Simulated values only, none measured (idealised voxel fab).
Name of the process module below: voxel self aligned contacts
For reference, the cross-section in this document is cut, with width 245 nm and square cells of 5 nm.
Notation: cross-section as square-cell grid; stated in bands, top first, going down; one or more cell rows per band. Within each band entry, the heights of the top and of the bottom of the band appear first, in that order and in nm; the materials of the band then follow from left to right, each with its corresponding width in nm. The designation "full width" on a single material indicates that it fills the band from edge to edge; the designation "empty" indicates empty space. The level at which height equals 0 is the one under which the wafer, as it arrives, is entirely one material. No lower edge exists for the bottom band, which continues downward and is notated as in "from 0 down". Read "30..40" as a graded width: first number on top, second number at the bottom, same change between each pair of neighbouring rows. Where the words "changes: none" appear for a step, the cross-section shows no cell changed by that step; every cell remained as before. What "Closed internal cavities" gives you is every empty space of 8 cells or more that is cut off from the top. Each appears as width x height at distance, with the distance taken from the left edge and width, height and distance all in nm. What comes after the settings on a step's line is commentary from the simulator itself on that step. overlay nm: mask right of planned place by this much (step with mask). Neg. = left.
List of planned process steps:
1. op RECEIVE | material Si
2. op OXIDIZE | depth nm 5
3. op DIRECTIONAL_DEP | material polySi | thk nm 25
4. op DIRECTIONAL_DEP | material SiN | thk nm 15
5. op DIRECTIONAL_DEP | material aC | thk nm 15
6. op PATTERN | tone cover | mask id GATE | material resist | width nm 35 | pitch nm 70 | thk nm 35 | overlay nm 0
7. op DIRECTIONAL_ETCH | etch materials aC | depth nm 15
8. op STRIP | etch materials resist
9. op DIRECTIONAL_ETCH | etch materials SiN | depth nm 15
10. op DIRECTIONAL_ETCH | etch materials polySi | depth nm 25
11. op STRIP | etch materials aC
12. op CONFORMAL_DEP | material SiN | thk nm 5
13. op DIRECTIONAL_ETCH | etch materials SiN | depth nm 5
14. op FILL_DEP | material SiO2 | thk nm 10
15. op CMP | height nm 45
16. op PATTERN | tone open | mask id CONTACT | material resist | width nm 55 | thk nm 15 | overlay nm 0
17. op DIRECTIONAL_ETCH | etch materials SiO2 | depth nm 50
18. op STRIP | etch materials resist
19. op CONFORMAL_DEP | material TiN | thk nm 5
20. op FILL_DEP | material W | thk nm 10
21. op CMP | height nm 45
22. op CONFORMAL_DEP | material SiN | thk nm 5
First wafer of two (run as planned):
Cross-section of the wafer upon arrival, representing the state reached after step 1:
	from 0 down: Si full width
	Closed internal cavities: none
after step 2:
	from 0 to -5: SiO2 full width
	Below -5, the layers are the same as they were.
after step 3:
	from 25 to 0: polySi full width
	Below 0, the layers are the same as they were.
after step 4:
	from 40 to 25: SiN full width
	Below 25, the layers are the same as they were.
after step 5:
	from 55 to 40: aC full width
	Below 40, the layers are the same as they were.
after step 6:
	from 90 to 55: empty: 70  resist: 35  empty: 35  resist: 35  empty: 70
	Below 55, the layers are the same as they were.
after step 7:
	from 75 to 55: empty: 70  resist: 35  empty: 35  resist: 35  empty: 70
	from 55 to 40: empty: 70  aC: 35  empty: 35  aC: 35  empty: 70
	Below 40, the layers are the same as they were.
after step 8:
	from 55 to 40: empty: 70  aC: 35  empty: 35  aC: 35  empty: 70
	Below 40, the layers are the same as they were.
after step 9:
	from 55 to 40: empty: 70  aC: 35  empty: 35  aC: 35  empty: 70
	from 40 to 25: empty: 70  SiN: 35  empty: 35  SiN: 35  empty: 70
	Below 25, the layers are the same as they were.
after step 10:
	from 55 to 40: empty: 70  aC: 35  empty: 35  aC: 35  empty: 70
	from 40 to 25: empty: 70  SiN: 35  empty: 35  SiN: 35  empty: 70
	from 25 to 0: empty: 70  polySi: 35  empty: 35  polySi: 35  empty: 70
	Below 0, the layers are the same as they were.
after step 11:
	from 40 to 25: empty: 70  SiN: 35  empty: 35  SiN: 35  empty: 70
	Below 25, the layers are the same as they were.
after step 12:
	from 45 to 25: empty: 65  SiN: 45  empty: 25  SiN: 45  empty: 65
	from 25 to 5: empty: 65  SiN: 5  polySi: 35  SiN: 5  empty: 25  SiN: 5  polySi: 35  SiN: 5  empty: 65
	from 5 to 0: SiN: 70  polySi: 35  SiN: 35  polySi: 35  SiN: 70
	Below 0, the layers are the same as they were.
after step 13:
	from 40 to 25: empty: 65  SiN: 45  empty: 25  SiN: 45  empty: 65
	from 25 to 0: empty: 65  SiN: 5  polySi: 35  SiN: 5  empty: 25  SiN: 5  polySi: 35  SiN: 5  empty: 65
	Below 0, the layers are the same as they were.
after step 14:
	from 50 to 40: SiO2 full width
	from 40 to 25: SiO2: 65  SiN: 45  SiO2: 25  SiN: 45  SiO2: 65
	from 25 to 0: SiO2: 65  SiN: 5  polySi: 35  SiN: 5  SiO2: 25  SiN: 5  polySi: 35  SiN: 5  SiO2: 65
	Below 0, the layers are the same as they were.
after step 15:
	from 45 to 40: SiO2 full width
	Below 40, the layers are the same as they were.
after step 16:
	from 60 to 45: resist: 95  empty: 55  resist: 95
	Below 45, the layers are the same as they were.
after step 17:
	from 60 to 45: resist: 95  empty: 55  resist: 95
	from 45 to 40: SiO2: 95  empty: 55  SiO2: 95
	from 40 to 25: SiO2: 65  SiN: 45  empty: 25  SiN: 45  SiO2: 65
	from 25 to 0: SiO2: 65  SiN: 5  polySi: 35  SiN: 5  empty: 25  SiN: 5  polySi: 35  SiN: 5  SiO2: 65
	from 0 to -5: SiO2: 110  empty: 25  SiO2: 110
	Below -5, the layers are the same as they were.
after step 18:
	from 45 to 40: SiO2: 95  empty: 55  SiO2: 95
	Below 40, the layers are the same as they were.
after step 19:
	from 50 to 45: TiN: 100  empty: 45  TiN: 100
	from 45 to 40: SiO2: 95  TiN: 20  empty: 15  TiN: 20  SiO2: 95
	from 40 to 25: SiO2: 65  SiN: 45  TiN: 5  empty: 15  TiN: 5  SiN: 45  SiO2: 65
	from 25 to 0: SiO2: 65  SiN: 5  polySi: 35  SiN: 5  TiN: 5  empty: 15  TiN: 5  SiN: 5  polySi: 35  SiN: 5  SiO2: 65
	from 0 to -5: SiO2: 110  TiN: 25  SiO2: 110
	Below -5, the layers are the same as they were.
after step 20:
	from 60 to 50: W full width
	from 50 to 45: TiN: 100  W: 45  TiN: 100
	from 45 to 40: SiO2: 95  TiN: 20  W: 15  TiN: 20  SiO2: 95
	from 40 to 25: SiO2: 65  SiN: 45  TiN: 5  W: 15  TiN: 5  SiN: 45  SiO2: 65
	from 25 to 0: SiO2: 65  SiN: 5  polySi: 35  SiN: 5  TiN: 5  W: 15  TiN: 5  SiN: 5  polySi: 35  SiN: 5  SiO2: 65
	Below 0, the layers are the same as they were.
after step 21:
	from 45 to 40: SiO2: 95  TiN: 20  W: 15  TiN: 20  SiO2: 95
	Below 40, the layers are the same as they were.
after step 22:
	from 50 to 45: SiN full width
	Below 45, the layers are the same as they were.
The second wafer was prepared from the same starting point and under the same plan as the first; its processing contained one mistake, and it remains indistinguishable from the first wafer up to and including step 19:
Second wafer, cut view, end of step 20 per plan:
	from 60 to 50: SiN full width
	from 50 to 45: TiN: 100  SiN: 45  TiN: 100
	from 45 to 40: SiO2: 95  TiN: 20  SiN: 15  TiN: 20  SiO2: 95
	from 40 to 25: SiO2: 65  SiN: 45  TiN: 5  SiN: 15  TiN: 5  SiN: 45  SiO2: 65
	from 25 to 0: SiO2: 65  SiN: 5  polySi: 35  SiN: 5  TiN: 5  SiN: 15  TiN: 5  SiN: 5  polySi: 35  SiN: 5  SiO2: 65
	Below 0, the layers are the same as they were.
Second wafer, cut view, end of step 21 per plan:
	from 45 to 40: SiO2: 95  TiN: 20  SiN: 15  TiN: 20  SiO2: 95
	Below 40, the layers are the same as they were.
Second wafer, cut view, end of step 22 per plan:
	from 50 to 45: SiN full width
	Below 45, the layers are the same as they were.
Deviation noted in wafer processing: planned and actual differ for step 20; actual: op FILL_DEP | material SiN | thk nm 10
End check, counted in cells, second wafer has more or fewer of these materials than the first: SiN +27; W -27
